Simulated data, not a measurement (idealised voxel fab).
Module name: voxel wiring stack (process module)
Cross-sectional view cut (width: 270 nm; square cell size: 5 nm).
Square cells in a grid make up a cross-section in this document, and the grid is given as bands, listed from the top down, each one or more rows of cells.
This entry defines a band. It first specifies the height of the band's top and the height of its bottom in nm, and then specifies the band's materials from left to right, stating each material with its width in nm. The word "everywhere" identifies a single material that fills the band from edge to edge, while the word "air" identifies empty space.
Convention: height 0 is the level below which the wafer, as received, is all one material. The lowest band does not terminate at the bottom but continues downward, represented as "z 0 and below".
A two-number width, for instance "30..40", indicates that the width is equal to the first number in the top row of the band and to the second number in the bottom row, and that it changes by a constant amount per row of cells.
"remains unaltered" for a step: no cell of the cross-section changed in that step.
Under "Sealed internal cavities" you'll find the enclosed gaps, the ones with no way out to the top, that are 8 cells or bigger; each reads width x height at distance, with distance counted from the left edge, everything in nm.
Read whatever lies past the settings on a step's line as the simulator's own remark about the step.
Each step line may optionally specify "overlay nm", which for a step with a mask gives the rightward distance between the mask's planned place and where it lay, a negative value indicating the leftward direction.
-- Steps in the process plan
1) RECEIVE, material Si
2) CONFORMAL_DEP, material SiO2, thk nm 15
3) CONFORMAL_DEP, material SiCN, thk nm 5
4) DIRECTIONAL_DEP, material SiO2, thk nm 20
5) PATTERN, tone open, mask id METAL_1, material resist, width nm 25, pitch nm 45, thk nm 20, overlay nm 0
6) DIRECTIONAL_ETCH, etch materials SiO2, depth nm 20
7) DIRECTIONAL_ETCH, etch materials SiCN, depth nm 5
8) STRIP, etch materials resist
9) CONFORMAL_DEP, material TiN, thk nm 5
10) FILL_DEP, material Ru, thk nm 5
11) CMP, height nm 40
12) CONFORMAL_DEP, material SiCN, thk nm 5
13) DIRECTIONAL_DEP, material SiO2, thk nm 10
14) PATTERN, tone open, mask id PLUG_1, material resist, width nm 15, pitch nm 45, thk nm 20, overlay nm 0
15) DIRECTIONAL_ETCH, etch materials SiO2, depth nm 10
16) DIRECTIONAL_ETCH, etch materials SiCN, depth nm 5
17) STRIP, etch materials resist
18) EPI, material Ru, thk nm 10
19) EPI, material Ru, thk nm 5
20) CONFORMAL_DEP, material SiN, thk nm 5
21) DIRECTIONAL_DEP, material lowk, thk nm 20
22) PATTERN, tone open, mask id METAL_2, material resist, width nm 25, pitch nm 45, thk nm 20, overlay nm 0
23) DIRECTIONAL_ETCH, etch materials lowk, depth nm 20
24) DIRECTIONAL_ETCH, etch materials SiN, depth nm 5
25) STRIP, etch materials resist
26) CONFORMAL_DEP, material TiN, thk nm 5
27) FILL_DEP, material Cu, thk nm 5
28) CMP, height nm 80
29) CONFORMAL_DEP, material SiCN, thk nm 5
30) DIRECTIONAL_DEP, material lowk, thk nm 30
31) MASKED_ETCH, tone open, mask id METAL_3_HOLES, width nm 15, pitch nm 90, etch materials lowk, depth nm 30, overlay nm 0
32) DIRECTIONAL_DEP, material aC, thk nm 10
33) PATTERN, tone open, mask id METAL_3, material resist, width nm 25, pitch nm 45, thk nm 25, overlay nm 0
34) DIRECTIONAL_ETCH, etch materials aC, depth nm 10
35) STRIP, etch materials resist
36) DIRECTIONAL_ETCH, etch materials lowk, depth nm 15
37) DIRECTIONAL_ETCH, etch materials SiCN, depth nm 5
38) STRIP, etch materials aC
39) CONFORMAL_DEP, material TiN, thk nm 5
40) FILL_DEP, material Cu, thk nm 10
41) CMP, height nm 115
42) CONFORMAL_DEP, material SiN, thk nm 5
-- Cross-section: wafer on arrival = after step 1
* z 0 and below: Si everywhere
* Sealed internal cavities: none
-- First of two wafers at the end of the module, shown in cross-section; run carried out as planned
* z 120 to 115: SiN everywhere
* z 115 to 105: 55 lowk, then 5 TiN, then 15 Cu, then 5 TiN, then 20 lowk, then 5 TiN, then 15 Cu, then 5 TiN, then 20 lowk, then 5 TiN, then 15 Cu, then 5 TiN, then 20 lowk, then 5 TiN, then 15 Cu, then 5 TiN, then 55 lowk
* z 105 to 100: 55 lowk, then 5 TiN, then 5 Cu, then 15 TiN, then 20 lowk, then 25 TiN, then 20 lowk, then 5 TiN, then 5 Cu, then 15 TiN, then 20 lowk, then 25 TiN, then 55 lowk
* z 100 to 85: 55 lowk, then 5 TiN, then 5 Cu, then 5 TiN, then 75 lowk, then 5 TiN, then 5 Cu, then 5 TiN, then 110 lowk
* z 85 to 80: 55 SiCN, then 15 TiN, then 75 SiCN, then 15 TiN, then 110 SiCN
* z 80 to 60: 55 lowk, then 5 TiN, then 15 Cu, then 5 TiN, then 20 lowk, then 5 TiN, then 15 Cu, then 5 TiN, then 20 lowk, then 5 TiN, then 15 Cu, then 5 TiN, then 20 lowk, then 5 TiN, then 15 Cu, then 5 TiN, then 55 lowk
* z 60 to 55: 55 SiN, then 25 TiN, then 20 SiN, then 25 TiN, then 20 SiN, then 25 TiN, then 20 SiN, then 25 TiN, then 55 SiN
* z 55 to 45: 55 SiO2, then 15 Ru, then 30 SiO2, then 15 Ru, then 30 SiO2, then 15 Ru, then 30 SiO2, then 15 Ru, then 65 SiO2
* z 45 to 40: 55 SiCN, then 15 Ru, then 30 SiCN, then 15 Ru, then 30 SiCN, then 15 Ru, then 30 SiCN, then 15 Ru, then 65 SiCN
* z 40 to 20: 55 SiO2, then 5 TiN, then 15 Ru, then 5 TiN, then 20 SiO2, then 5 TiN, then 15 Ru, then 5 TiN, then 20 SiO2, then 5 TiN, then 15 Ru, then 5 TiN, then 20 SiO2, then 5 TiN, then 15 Ru, then 5 TiN, then 55 SiO2
* z 20 to 15: 55 SiCN, then 25 TiN, then 20 SiCN, then 25 TiN, then 20 SiCN, then 25 TiN, then 20 SiCN, then 25 TiN, then 55 SiCN
* z 15 to 0: SiO2 everywhere
* z 0 and below: Si everywhere
* Sealed internal cavities: none
-- Second wafer of the two, sectioned at the end of the module. It began like the first and followed the same plan, but one mistake was made while running it
* z 135 to 130: SiN everywhere
* z 130 to 120: Cu everywhere
* z 120 to 115: 60 TiN, then 15 Cu, then 30 TiN, then 15 Cu, then 30 TiN, then 15 Cu, then 30 TiN, then 15 Cu, then 60 TiN
* z 115 to 105: 55 lowk, then 5 TiN, then 15 Cu, then 5 TiN, then 20 lowk, then 5 TiN, then 15 Cu, then 5 TiN, then 20 lowk, then 5 TiN, then 15 Cu, then 5 TiN, then 20 lowk, then 5 TiN, then 15 Cu, then 5 TiN, then 55 lowk
* z 105 to 100: 55 lowk, then 5 TiN, then 5 Cu, then 15 TiN, then 20 lowk, then 25 TiN, then 20 lowk, then 5 TiN, then 5 Cu, then 15 TiN, then 20 lowk, then 25 TiN, then 55 lowk
* z 100 to 85: 55 lowk, then 5 TiN, then 5 Cu, then 5 TiN, then 75 lowk, then 5 TiN, then 5 Cu, then 5 TiN, then 110 lowk
* z 85 to 80: 55 SiCN, then 15 TiN, then 75 SiCN, then 15 TiN, then 110 SiCN
* z 80 to 60: 55 lowk, then 5 TiN, then 15 Cu, then 5 TiN, then 20 lowk, then 5 TiN, then 15 Cu, then 5 TiN, then 20 lowk, then 5 TiN, then 15 Cu, then 5 TiN, then 20 lowk, then 5 TiN, then 15 Cu, then 5 TiN, then 55 lowk
* z 60 to 55: 55 SiN, then 25 TiN, then 20 SiN, then 25 TiN, then 20 SiN, then 25 TiN, then 20 SiN, then 25 TiN, then 55 SiN
* z 55 to 45: 55 SiO2, then 15 Ru, then 30 SiO2, then 15 Ru, then 30 SiO2, then 15 Ru, then 30 SiO2, then 15 Ru, then 65 SiO2
* z 45 to 40: 55 SiCN, then 15 Ru, then 30 SiCN, then 15 Ru, then 30 SiCN, then 15 Ru, then 30 SiCN, then 15 Ru, then 65 SiCN
* z 40 to 20: 55 SiO2, then 5 TiN, then 15 Ru, then 5 TiN, then 20 SiO2, then 5 TiN, then 15 Ru, then 5 TiN, then 20 SiO2, then 5 TiN, then 15 Ru, then 5 TiN, then 20 SiO2, then 5 TiN, then 15 Ru, then 5 TiN, then 55 SiO2
* z 20 to 15: 55 SiCN, then 25 TiN, then 20 SiCN, then 25 TiN, then 20 SiCN, then 25 TiN, then 20 SiCN, then 25 TiN, then 55 SiCN
* z 15 to 0: SiO2 everywhere
* z 0 and below: Si everywhere
* Sealed internal cavities: none
What broke from the plan during processing? with respect to the plan, step 41 was omitted and not executed
End of process, cell counts, second wafer against first, materials with more or fewer: Cu +120 | TiN +42
